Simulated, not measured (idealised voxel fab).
process module | voxel capacitor over wiring
cross-section cut | 155 nm wide | cells 5 nm
A cross-section is a grid of square cells, given in bands from the top down. A band is one or more rows of cells.
Each band's line starts with the height of the band's top and of its bottom, in nm. Then come its materials from left to right, each with its width in nm. One material with "throughout" fills the band from edge to edge. "air" is empty space.
Height 0 is the level under which the wafer as received is all one material. The lowest band goes on downwards, as in "0 down".
A width such as "30 to 40" changes by the same amount from each row of cells to the next, from the band's top row to its bottom row.
"no change" after a step means that no cell of the cross-section changed.
closed voids: empty space of 8 cells or more with no open way to the top, each as width x height at its distance from the left edge, in nm
after a step's settings: what the simulator itself notes on the step
overlay nm, on a step with a mask: how far to the right of its planned place the mask lay; to the left if negative
plan
1 op RECEIVE | material Si
2 op CONFORMAL_DEP | material SiO2 | thk nm 15
3 op DIRECTIONAL_DEP | material TiN | thk nm 5
4 op DIRECTIONAL_DEP | material W | thk nm 15
5 op PATTERN | tone cover | mask id METAL_1 | material resist | width nm 25 | pitch nm 95 | thk nm 20 | overlay nm 0
6 op DIRECTIONAL_ETCH | etch materials W | depth nm 15
7 op DIRECTIONAL_ETCH | etch materials TiN | depth nm 5
8 op STRIP | etch materials resist
9 op FILL_DEP | material lowk | thk nm 5
10 op CMP | height nm 35
11 op CONFORMAL_DEP | material SiCN | thk nm 5
12 op DIRECTIONAL_DEP | material SiO2 | thk nm 20
13 op MASKED_ETCH | tone open | mask id PLUG_1 | width nm 15 | etch materials SiO2 | depth nm 20 | overlay nm 0
14 op MASKED_ETCH | tone open | mask id PLUG_1 | width nm 15 | etch materials SiCN | depth nm 5 | overlay nm 0
15 op CONFORMAL_DEP | material TiN | thk nm 5
16 op FILL_DEP | material Cu | thk nm 5
17 op CMP | height nm 60
18 op DIRECTIONAL_DEP | material TiN | thk nm 10
19 op DIRECTIONAL_DEP | material SiN | thk nm 5
20 op DIRECTIONAL_DEP | material TiN | thk nm 10
21 op MASKED_ETCH | tone cover | mask id UPPER_PLATE | width nm 75 | etch materials TiN | depth nm 10 | overlay nm 0
22 op MASKED_ETCH | tone cover | mask id UPPER_PLATE | width nm 75 | etch materials SiN | depth nm 5 | overlay nm 0
23 op MASKED_ETCH | tone cover | mask id LOWER_PLATE | width nm 85 | etch materials TiN | depth nm 10 | overlay nm 0
24 op FILL_DEP | material SiO2 | thk nm 15
25 op CMP | height nm 95
26 op PATTERN | tone open | mask id PLUG_2 | material resist | width nm 15 | thk nm 20 | overlay nm 0
27 op DIRECTIONAL_ETCH | etch materials SiO2 | depth nm 10
28 op STRIP | etch materials resist
29 op CONFORMAL_DEP | material TiN | thk nm 5
30 op FILL_DEP | material Ru | thk nm 5
31 op CMP | height nm 95
32 op CONFORMAL_DEP | material SiCN | thk nm 5
first wafer, as planned
as received, after step 1
  0 down: Si throughout
  closed voids: none
after step 2
  15 to 0: SiO2 throughout
  below 0: unchanged
after step 3
  20 to 15: TiN throughout
  below 15: unchanged
after step 4
  35 to 20: W throughout
  below 20: unchanged
after step 5
  55 to 35: air 15 | resist 25 | air 70 | resist 25 | air 20
  below 35: unchanged
after step 6
  55 to 35: air 15 | resist 25 | air 70 | resist 25 | air 20
  35 to 20: air 15 | W 25 | air 70 | W 25 | air 20
  below 20: unchanged
after step 7
  55 to 35: air 15 | resist 25 | air 70 | resist 25 | air 20
  35 to 20: air 15 | W 25 | air 70 | W 25 | air 20
  20 to 15: air 15 | TiN 25 | air 70 | TiN 25 | air 20
  below 15: unchanged
after step 8
  35 to 20: air 15 | W 25 | air 70 | W 25 | air 20
  below 20: unchanged
after step 9
  40 to 35: lowk throughout
  35 to 20: lowk 15 | W 25 | lowk 70 | W 25 | lowk 20
  20 to 15: lowk 15 | TiN 25 | lowk 70 | TiN 25 | lowk 20
  below 15: unchanged
after step 10
  35 to 20: lowk 15 | W 25 | lowk 70 | W 25 | lowk 20
  below 20: unchanged
after step 11
  40 to 35: SiCN throughout
  below 35: unchanged
after step 12
  60 to 40: SiO2 throughout
  below 40: unchanged
after step 13
  60 to 40: SiO2 25 | air 15 | SiO2 115
  below 40: unchanged
after step 14
  60 to 40: SiO2 25 | air 15 | SiO2 115
  40 to 35: SiCN 25 | air 15 | SiCN 115
  below 35: unchanged
after step 15
  65 to 60: TiN 30 | air 5 | TiN 120
  60 to 40: SiO2 25 | TiN 5 | air 5 | TiN 5 | SiO2 115
  40 to 35: SiCN 25 | TiN 15 | SiCN 115
  below 35: unchanged
after step 16
  70 to 65: Cu throughout
  65 to 60: TiN 30 | Cu 5 | TiN 120
  60 to 40: SiO2 25 | TiN 5 | Cu 5 | TiN 5 | SiO2 115
  below 40: unchanged
after step 17
  60 to 40: SiO2 25 | TiN 5 | Cu 5 | TiN 5 | SiO2 115
  below 40: unchanged
after step 18
  70 to 60: TiN throughout
  below 60: unchanged
after step 19
  75 to 70: SiN throughout
  below 70: unchanged
after step 20
  85 to 75: TiN throughout
  below 75: unchanged
after step 21
  85 to 75: air 25 | TiN 75 | air 55
  below 75: unchanged
after step 22
  85 to 75: air 25 | TiN 75 | air 55
  75 to 70: air 25 | SiN 75 | air 55
  below 70: unchanged
after step 23
  85 to 75: air 25 | TiN 75 | air 55
  75 to 70: air 25 | SiN 75 | air 55
  70 to 60: air 20 | TiN 85 | air 50
  below 60: unchanged
after step 24
  100 to 85: SiO2 throughout
  85 to 75: SiO2 25 | TiN 75 | SiO2 55
  75 to 70: SiO2 25 | SiN 75 | SiO2 55
  70 to 60: SiO2 20 | TiN 85 | SiO2 50
  below 60: unchanged
after step 25
  95 to 85: SiO2 throughout
  below 85: unchanged
after step 26
  115 to 95: resist 35 | air 15 | resist 105
  below 95: unchanged
after step 27
  115 to 95: resist 35 | air 15 | resist 105
  95 to 85: SiO2 35 | air 15 | SiO2 105
  below 85: unchanged
after step 28
  95 to 85: SiO2 35 | air 15 | SiO2 105
  below 85: unchanged
after step 29
  100 to 95: TiN 40 | air 5 | TiN 110
  95 to 90: SiO2 35 | TiN 5 | air 5 | TiN 5 | SiO2 105
  90 to 85: SiO2 35 | TiN 15 | SiO2 105
  below 85: unchanged
after step 30
  105 to 100: Ru throughout
  100 to 95: TiN 40 | Ru 5 | TiN 110
  95 to 90: SiO2 35 | TiN 5 | Ru 5 | TiN 5 | SiO2 105
  below 90: unchanged
after step 31
  95 to 90: SiO2 35 | TiN 5 | Ru 5 | TiN 5 | SiO2 105
  below 90: unchanged
after step 32
  100 to 95: SiCN throughout
  below 95: unchanged
second wafer: like start, like plan, one mistake. Through step 18 it matches the first wafer
when step 19 should have ended
  80 to 60: TiN throughout
  below 60: unchanged
when step 20 should have ended
  85 to 80: SiN throughout
  below 80: unchanged
when step 21 should have ended: no change
when step 22 should have ended
  85 to 80: air 25 | SiN 75 | air 55
  below 80: unchanged
when step 23 should have ended
  85 to 80: air 25 | SiN 75 | air 55
  80 to 70: air 20 | TiN 85 | air 50
  below 70: unchanged
when step 24 should have ended
  100 to 85: SiO2 throughout
  85 to 80: SiO2 25 | SiN 75 | SiO2 55
  80 to 70: SiO2 20 | TiN 85 | SiO2 50
  below 70: unchanged
when step 25 should have ended
  95 to 85: SiO2 throughout
  below 85: unchanged
when step 26 should have ended
  115 to 95: resist 35 | air 15 | resist 105
  below 95: unchanged
when step 27 should have ended
  115 to 95: resist 35 | air 15 | resist 105
  95 to 85: SiO2 35 | air 15 | SiO2 105
  below 85: unchanged
when step 28 should have ended
  95 to 85: SiO2 35 | air 15 | SiO2 105
  below 85: unchanged
when step 29 should have ended
  100 to 95: TiN 40 | air 5 | TiN 110
  95 to 90: SiO2 35 | TiN 5 | air 5 | TiN 5 | SiO2 105
  90 to 85: SiO2 35 | TiN 15 | SiO2 105
  below 85: unchanged
when step 30 should have ended
  105 to 100: Ru throughout
  100 to 95: TiN 40 | Ru 5 | TiN 110
  95 to 90: SiO2 35 | TiN 5 | Ru 5 | TiN 5 | SiO2 105
  below 90: unchanged
when step 31 should have ended
  95 to 90: SiO2 35 | TiN 5 | Ru 5 | TiN 5 | SiO2 105
  below 90: unchanged
when step 32 should have ended
  100 to 95: SiCN throughout
  below 95: unchanged
what went wrong: steps 19 and 20 were swapped
at the end the second wafer has, in cells: 32 fewer of SiO2 | 32 more of TiN
